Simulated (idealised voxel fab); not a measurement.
Presented below is a process module, voxel self aligned contacts.
cross-section cut | 250 nm wide | cells 5 nm
Bands, listed from the top down, are how a cross-section gets written in this document; the cross-section itself is a grid of square cells, and a band is one or more rows of them.
This entry defines a band. It first specifies the height of the band's top and the height of its bottom in nm, and then specifies the band's materials from left to right, stating each material with its width in nm. The word "everywhere" identifies a single material that fills the band from edge to edge, while the word "empty" identifies empty space.
Counting heights begins at 0, where everything beneath is, in the wafer as received, one material. The lowest band has no bottom; it goes on downwards, as "0..down" shows.
Note: "30 to 40" means the width goes from the first number (top row of the band) to the second number (bottom row) in equal steps per row of cells.
"nothing altered" means the step left every cell of the cross-section as it was.
Empty spaces without an open route to the top, at least 8 cells in extent, make up the entry "closed voids"; each is given as width x height at distance, where the distance is measured from the left edge, and all are in nm.
Read whatever lies past the settings on a step's line as the simulator's own remark about the step.
On any step carrying a mask, the "overlay nm" setting, if present on the step's line, tells how far right of its planned place the mask lay; negative values point to the left.
PROCESS STEPS (PLANNED)
step 1: RECEIVE [material Si]
step 2: OXIDIZE [depth nm 5]
step 3: DIRECTIONAL_DEP [material polySi] [thk nm 25]
step 4: DIRECTIONAL_DEP [material SiN] [thk nm 20]
step 5: MASKED_ETCH [tone cover] [mask id GATE] [width nm 25] [pitch nm 70] [etch materials SiN] [depth nm 20] [overlay nm 0]
step 6: MASKED_ETCH [tone cover] [mask id GATE] [width nm 25] [pitch nm 70] [etch materials polySi] [depth nm 25] [overlay nm 0]
step 7: CONFORMAL_DEP [material SiN] [thk nm 10]
step 8: DIRECTIONAL_ETCH [etch materials SiN] [depth nm 10]
step 9: FILL_DEP [material SiO2] [thk nm 15]
step 10: CMP [height nm 50]
step 11: PATTERN [tone open] [mask id CONTACT] [material resist] [width nm 55] [thk nm 20] [overlay nm 0]
step 12: DIRECTIONAL_ETCH [etch materials SiO2] [depth nm 55]
step 13: STRIP [etch materials resist]
step 14: CONFORMAL_DEP [material TiN] [thk nm 5]
step 15: FILL_DEP [material Ru] [thk nm 10]
step 16: CMP [height nm 50]
step 17: CONFORMAL_DEP [material SiN] [thk nm 5]
FIRST WAFER, TWO IN TOTAL, RUN AS PLANNED
CROSS-SECTION: WAFER ON ARRIVAL = AFTER STEP 1
0..down | Si everywhere
closed voids: none
WAFER SECTION VIEW AFTER PROCESSING STEP 2
0..-5 | SiO2 everywhere
Below -5, the layers are the same as they were.
WAFER SECTION VIEW AFTER PROCESSING STEP 3
25..0 | polySi everywhere
Below 0, the layers are the same as they were.
WAFER SECTION VIEW AFTER PROCESSING STEP 4
45..25 | SiN everywhere
Below 25, the layers are the same as they were.
WAFER SECTION VIEW AFTER PROCESSING STEP 5
45..25 | empty 75 | SiN 25 | empty 45 | SiN 25 | empty 80
Below 25, the layers are the same as they were.
WAFER SECTION VIEW AFTER PROCESSING STEP 6
45..25 | empty 75 | SiN 25 | empty 45 | SiN 25 | empty 80
25..0 | empty 75 | polySi 25 | empty 45 | polySi 25 | empty 80
Below 0, the layers are the same as they were.
WAFER SECTION VIEW AFTER PROCESSING STEP 7
55..25 | empty 65 | SiN 45 | empty 25 | SiN 45 | empty 70
25..10 | empty 65 | SiN 10 | polySi 25 | SiN 10 | empty 25 | SiN 10 | polySi 25 | SiN 10 | empty 70
10..0 | SiN 75 | polySi 25 | SiN 45 | polySi 25 | SiN 80
Below 0, the layers are the same as they were.
WAFER SECTION VIEW AFTER PROCESSING STEP 8
45..25 | empty 65 | SiN 45 | empty 25 | SiN 45 | empty 70
25..0 | empty 65 | SiN 10 | polySi 25 | SiN 10 | empty 25 | SiN 10 | polySi 25 | SiN 10 | empty 70
Below 0, the layers are the same as they were.
WAFER SECTION VIEW AFTER PROCESSING STEP 9
60..45 | SiO2 everywhere
45..25 | SiO2 65 | SiN 45 | SiO2 25 | SiN 45 | SiO2 70
25..0 | SiO2 65 | SiN 10 | polySi 25 | SiN 10 | SiO2 25 | SiN 10 | polySi 25 | SiN 10 | SiO2 70
Below 0, the layers are the same as they were.
WAFER SECTION VIEW AFTER PROCESSING STEP 10
50..45 | SiO2 everywhere
Below 45, the layers are the same as they were.
WAFER SECTION VIEW AFTER PROCESSING STEP 11
70..50 | resist 95 | empty 55 | resist 100
Below 50, the layers are the same as they were.
WAFER SECTION VIEW AFTER PROCESSING STEP 12
70..50 | resist 95 | empty 55 | resist 100
50..45 | SiO2 95 | empty 55 | SiO2 100
45..25 | SiO2 65 | SiN 45 | empty 25 | SiN 45 | SiO2 70
25..0 | SiO2 65 | SiN 10 | polySi 25 | SiN 10 | empty 25 | SiN 10 | polySi 25 | SiN 10 | SiO2 70
0..-5 | SiO2 110 | empty 25 | SiO2 115
Below -5, the layers are the same as they were.
WAFER SECTION VIEW AFTER PROCESSING STEP 13
50..45 | SiO2 95 | empty 55 | SiO2 100
Below 45, the layers are the same as they were.
WAFER SECTION VIEW AFTER PROCESSING STEP 14
55..50 | TiN 100 | empty 45 | TiN 105
50..45 | SiO2 95 | TiN 20 | empty 15 | TiN 20 | SiO2 100
45..25 | SiO2 65 | SiN 45 | TiN 5 | empty 15 | TiN 5 | SiN 45 | SiO2 70
25..0 | SiO2 65 | SiN 10 | polySi 25 | SiN 10 | TiN 5 | empty 15 | TiN 5 | SiN 10 | polySi 25 | SiN 10 | SiO2 70
0..-5 | SiO2 110 | TiN 25 | SiO2 115
Below -5, the layers are the same as they were.
WAFER SECTION VIEW AFTER PROCESSING STEP 15
65..55 | Ru everywhere
55..50 | TiN 100 | Ru 45 | TiN 105
50..45 | SiO2 95 | TiN 20 | Ru 15 | TiN 20 | SiO2 100
45..25 | SiO2 65 | SiN 45 | TiN 5 | Ru 15 | TiN 5 | SiN 45 | SiO2 70
25..0 | SiO2 65 | SiN 10 | polySi 25 | SiN 10 | TiN 5 | Ru 15 | TiN 5 | SiN 10 | polySi 25 | SiN 10 | SiO2 70
Below 0, the layers are the same as they were.
WAFER SECTION VIEW AFTER PROCESSING STEP 16
50..45 | SiO2 95 | TiN 20 | Ru 15 | TiN 20 | SiO2 100
Below 45, the layers are the same as they were.
WAFER SECTION VIEW AFTER PROCESSING STEP 17
55..50 | SiN everywhere
Below 50, the layers are the same as they were.
WAFER TWO. SAME START, SAME PLAN, ONE SLIP IN EXECUTION. SAME AS WAFER ONE THROUGH STEP 1, INCLUSIVE
Second wafer, section view, time point: scheduled end of step 2: nothing altered
SECOND WAFER, SECTION VIEW, TIME POINT: SCHEDULED END OF STEP 3
25..0 | polySi everywhere
Below 0, the layers are the same as they were.
SECOND WAFER, SECTION VIEW, TIME POINT: SCHEDULED END OF STEP 4
45..25 | SiN everywhere
Below 25, the layers are the same as they were.
SECOND WAFER, SECTION VIEW, TIME POINT: SCHEDULED END OF STEP 5
45..25 | empty 75 | SiN 25 | empty 45 | SiN 25 | empty 80
Below 25, the layers are the same as they were.
SECOND WAFER, SECTION VIEW, TIME POINT: SCHEDULED END OF STEP 6
45..25 | empty 75 | SiN 25 | empty 45 | SiN 25 | empty 80
25..0 | empty 75 | polySi 25 | empty 45 | polySi 25 | empty 80
Below 0, the layers are the same as they were.
SECOND WAFER, SECTION VIEW, TIME POINT: SCHEDULED END OF STEP 7
55..25 | empty 65 | SiN 45 | empty 25 | SiN 45 | empty 70
25..10 | empty 65 | SiN 10 | polySi 25 | SiN 10 | empty 25 | SiN 10 | polySi 25 | SiN 10 | empty 70
10..0 | SiN 75 | polySi 25 | SiN 45 | polySi 25 | SiN 80
Below 0, the layers are the same as they were.
SECOND WAFER, SECTION VIEW, TIME POINT: SCHEDULED END OF STEP 8
45..25 | empty 65 | SiN 45 | empty 25 | SiN 45 | empty 70
25..0 | empty 65 | SiN 10 | polySi 25 | SiN 10 | empty 25 | SiN 10 | polySi 25 | SiN 10 | empty 70
Below 0, the layers are the same as they were.
SECOND WAFER, SECTION VIEW, TIME POINT: SCHEDULED END OF STEP 9
60..45 | SiO2 everywhere
45..25 | SiO2 65 | SiN 45 | SiO2 25 | SiN 45 | SiO2 70
25..0 | SiO2 65 | SiN 10 | polySi 25 | SiN 10 | SiO2 25 | SiN 10 | polySi 25 | SiN 10 | SiO2 70
Below 0, the layers are the same as they were.
SECOND WAFER, SECTION VIEW, TIME POINT: SCHEDULED END OF STEP 10
50..45 | SiO2 everywhere
Below 45, the layers are the same as they were.
SECOND WAFER, SECTION VIEW, TIME POINT: SCHEDULED END OF STEP 11
70..50 | resist 95 | empty 55 | resist 100
Below 50, the layers are the same as they were.
SECOND WAFER, SECTION VIEW, TIME POINT: SCHEDULED END OF STEP 12
70..50 | resist 95 | empty 55 | resist 100
50..45 | SiO2 95 | empty 55 | SiO2 100
45..25 | SiO2 65 | SiN 45 | empty 25 | SiN 45 | SiO2 70
25..0 | SiO2 65 | SiN 10 | polySi 25 | SiN 10 | empty 25 | SiN 10 | polySi 25 | SiN 10 | SiO2 70
Below 0, the layers are the same as they were.
SECOND WAFER, SECTION VIEW, TIME POINT: SCHEDULED END OF STEP 13
50..45 | SiO2 95 | empty 55 | SiO2 100
Below 45, the layers are the same as they were.
SECOND WAFER, SECTION VIEW, TIME POINT: SCHEDULED END OF STEP 14
55..50 | TiN 100 | empty 45 | TiN 105
50..45 | SiO2 95 | TiN 20 | empty 15 | TiN 20 | SiO2 100
45..25 | SiO2 65 | SiN 45 | TiN 5 | empty 15 | TiN 5 | SiN 45 | SiO2 70
25..5 | SiO2 65 | SiN 10 | polySi 25 | SiN 10 | TiN 5 | empty 15 | TiN 5 | SiN 10 | polySi 25 | SiN 10 | SiO2 70
5..0 | SiO2 65 | SiN 10 | polySi 25 | SiN 10 | TiN 25 | SiN 10 | polySi 25 | SiN 10 | SiO2 70
Below 0, the layers are the same as they were.
SECOND WAFER, SECTION VIEW, TIME POINT: SCHEDULED END OF STEP 15
65..55 | Ru everywhere
55..50 | TiN 100 | Ru 45 | TiN 105
50..45 | SiO2 95 | TiN 20 | Ru 15 | TiN 20 | SiO2 100
45..25 | SiO2 65 | SiN 45 | TiN 5 | Ru 15 | TiN 5 | SiN 45 | SiO2 70
25..5 | SiO2 65 | SiN 10 | polySi 25 | SiN 10 | TiN 5 | Ru 15 | TiN 5 | SiN 10 | polySi 25 | SiN 10 | SiO2 70
Below 5, the layers are the same as they were.
SECOND WAFER, SECTION VIEW, TIME POINT: SCHEDULED END OF STEP 16
50..45 | SiO2 95 | TiN 20 | Ru 15 | TiN 20 | SiO2 100
Below 45, the layers are the same as they were.
SECOND WAFER, SECTION VIEW, TIME POINT: SCHEDULED END OF STEP 17
55..50 | SiN everywhere
Below 50, the layers are the same as they were.
Heads up, the wafer didn't run the way we planned it: step 2 of the plan got skipped, so it never ran
It is noted that, at the conclusion of processing, the second wafer exhibits a higher or lower cell count for certain materials relative to the first: Ru: 3 fewer | Si: 50 more | SiO2: 45 fewer | TiN: 2 fewer
